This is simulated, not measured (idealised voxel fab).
Process module in this document: voxel fin reveal
Each square cell in cross-section cut measures 5 nm, and the section as a whole is 210 nm wide.
This document writes a cross-section as a grid whose cells are square, and gives it as bands, listed from the top down; one or more rows of cells form a band. Band: top height; bottom height; in nm. Then, left to right: material with width in nm, for each material. "all across": a single material spanning edge to edge. "empty": empty space. Heights are measured from 0, the level below which the as-received wafer is all one material; the lowest band has no bottom and continues downward, written as in "0 down". Width: "30..40" (first number = top row, second number = bottom row, same change from row to row of cells). It should be understood that the words "no modifications", when stated for a given step, signify that the cross-section underwent no change in any of its cells during that step. Basically, "Voids, fully enclosed" tells you about the enclosed voids: empty spaces with no open way to the top, 8 cells or bigger, each written width x height at distance, where distance is from the left edge, all in nm. The remark found on a step's line after its settings is issued by the simulator itself and pertains to that step. When a step includes a mask, the "overlay nm" setting on its line states how far to the right of its planned place that mask lay, and negative values state how far to the left.
The following list gives the planned process steps
- 1: RECEIVE (material Si)
- 2: CONFORMAL_DEP (material SiN; thk nm 5)
- 3: PATTERN (tone cover; mask id FINS; material resist; width nm 15; pitch nm 40; thk nm 20; overlay nm 0)
- 4: DIRECTIONAL_ETCH (etch materials SiN; depth nm 5)
- 5: DIRECTIONAL_ETCH (etch materials Si; depth nm 35)
- 6: STRIP (etch materials resist)
- 7: FILL_DEP (material SiO2; thk nm 5)
- 8: CMP (height nm 5)
- 9: SELECTIVE_ETCH (etch materials SiO2; depth nm 30)
- 10: STRIP (etch materials SiN)
- 11: CONFORMAL_DEP (material HfO2; thk nm 5)
Incoming wafer in cross-section (state: after step 1)
  0 down | Si all across
  Voids, fully enclosed: none
Module complete - cross-section of the first of two wafers, run according to plan
  5 to 0 | empty (30), then HfO2 (25), then empty (15), then HfO2 (25), then empty (15), then HfO2 (25), then empty (15), then HfO2 (25), then empty (35)
  0 to -20 | empty (30), then HfO2 (5), then Si (15), then HfO2 (5), then empty (15), then HfO2 (5), then Si (15), then HfO2 (5), then empty (15), then HfO2 (5), then Si (15), then HfO2 (5), then empty (15), then HfO2 (5), then Si (15), then HfO2 (5), then empty (35)
  -20 to -25 | HfO2 (35), then Si (15), then HfO2 (25), then Si (15), then HfO2 (25), then Si (15), then HfO2 (25), then Si (15), then HfO2 (40)
  -25 to -35 | SiO2 (35), then Si (15), then SiO2 (25), then Si (15), then SiO2 (25), then Si (15), then SiO2 (25), then Si (15), then SiO2 (40)
  -35 down | Si all across
  Voids, fully enclosed: none
Cross-sectional view: second of two wafers, end of module; start and plan identical to the first, one mistake in running
  5 to 0 | empty (30), then HfO2 (25), then empty (15), then HfO2 (25), then empty (15), then HfO2 (25), then empty (15), then HfO2 (25), then empty (35)
  0 to -20 | empty (30), then HfO2 (5), then Si (15), then HfO2 (5), then empty (15), then HfO2 (5), then Si (15), then HfO2 (5), then empty (15), then HfO2 (5), then Si (15), then HfO2 (5), then empty (15), then HfO2 (5), then Si (15), then HfO2 (5), then empty (35)
  -20 to -25 | HfO2 (35), then Si (15), then HfO2 (25), then Si (15), then HfO2 (25), then Si (15), then HfO2 (25), then Si (15), then HfO2 (40)
  -25 to -70 | SiO2 (35), then Si (15), then SiO2 (25), then Si (15), then SiO2 (25), then Si (15), then SiO2 (25), then Si (15), then SiO2 (40)
  -70 down | Si all across
  Voids, fully enclosed: none
Run error: step 5 of the plan was twice carried out
At the finish, the second wafer shows more or fewer cells for some materials than the first does: -210 Si, +210 SiO2
